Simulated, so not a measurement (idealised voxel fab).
Process module name: voxel air gaps
The cross-section shown here is cut; it is 185 nm wide and divided into square cells measuring 5 nm on a side.
How to read a cross-section here: the picture is a grid of square cells, written as bands going from the top down, and any band can span one or more rows of cells.
Band: top height; bottom height; in nm. Then, left to right: material with width in nm, for each material. "everywhere": a single material spanning edge to edge. "blank": empty space.
It should be noted that heights are counted from 0, beneath which the wafer as supplied is of one material throughout, and that the lowest band possesses no lower boundary but continues downward, as written in "from 0 down".
So if you see something like "30 to 40" for the width, read it as the top row of the band sitting at the first number and the bottom row at the second, with every row in between moving by the same amount as the last.
For the purposes of this document, the phrase "nothing altered" attached to a step denotes that no cell within the cross-section was modified by that step.
Basically, "Trapped voids" tells you about the enclosed voids: empty spaces with no open way to the top, 8 cells or bigger, each written width x height at distance, where distance is from the left edge, all in nm.
Past the settings on a step's line: simulator remark, on that step.
overlay nm, on a step with a mask: how far to the right of its planned place the mask lay; to the left if negative

# Process steps (planned)
1: RECEIVE (material Si)
2: CONFORMAL_DEP (material SiO2; thk nm 15)
3: CONFORMAL_DEP (material SiCN; thk nm 5)
4: DIRECTIONAL_DEP (material lowk; thk nm 40)
5: DIRECTIONAL_DEP (material aC; thk nm 10)
6: PATTERN (tone open; mask id LINES; material resist; width nm 20; pitch nm 45; thk nm 30; overlay nm 0)
7: DIRECTIONAL_ETCH (etch materials aC; depth nm 10)
8: STRIP (etch materials resist)
9: DIRECTIONAL_ETCH (etch materials lowk; depth nm 40)
10: STRIP (etch materials aC)
11: CONFORMAL_DEP (material TiN; thk nm 5)
12: FILL_DEP (material Cu; thk nm 10)
13: CMP (height nm 60)
14: EPI (material Ru; thk nm 10)
15: SELECTIVE_ETCH (etch materials lowk; depth nm 50)
16: CONFORMAL_DEP (material SiCN; thk nm 5)

# Received-state cross-section, reflecting completion of step 1
	from 0 down = Si everywhere
	Trapped voids: none

# Post-module cross-section: identical start and plan to those above, one misstep in execution
	from 75 to 70 = SiCN everywhere
	from 70 to 60 = Ru everywhere
	from 60 to 55 = 40 TiN, 10 Cu, 35 TiN, 10 Cu, 35 TiN, 10 Cu, 45 TiN
	from 55 to 20 = 35 lowk, 5 TiN, 10 Cu, 5 TiN, 25 lowk, 5 TiN, 10 Cu, 5 TiN, 25 lowk, 5 TiN, 10 Cu, 5 TiN, 40 lowk
	from 20 to 15 = 35 lowk, 20 TiN, 25 lowk, 20 TiN, 25 lowk, 20 TiN, 40 lowk
	from 15 to 0 = SiO2 everywhere
	from 0 down = Si everywhere
	Trapped voids: none
Deviation from plan: step 3 in the plan did not get run; it was skipped
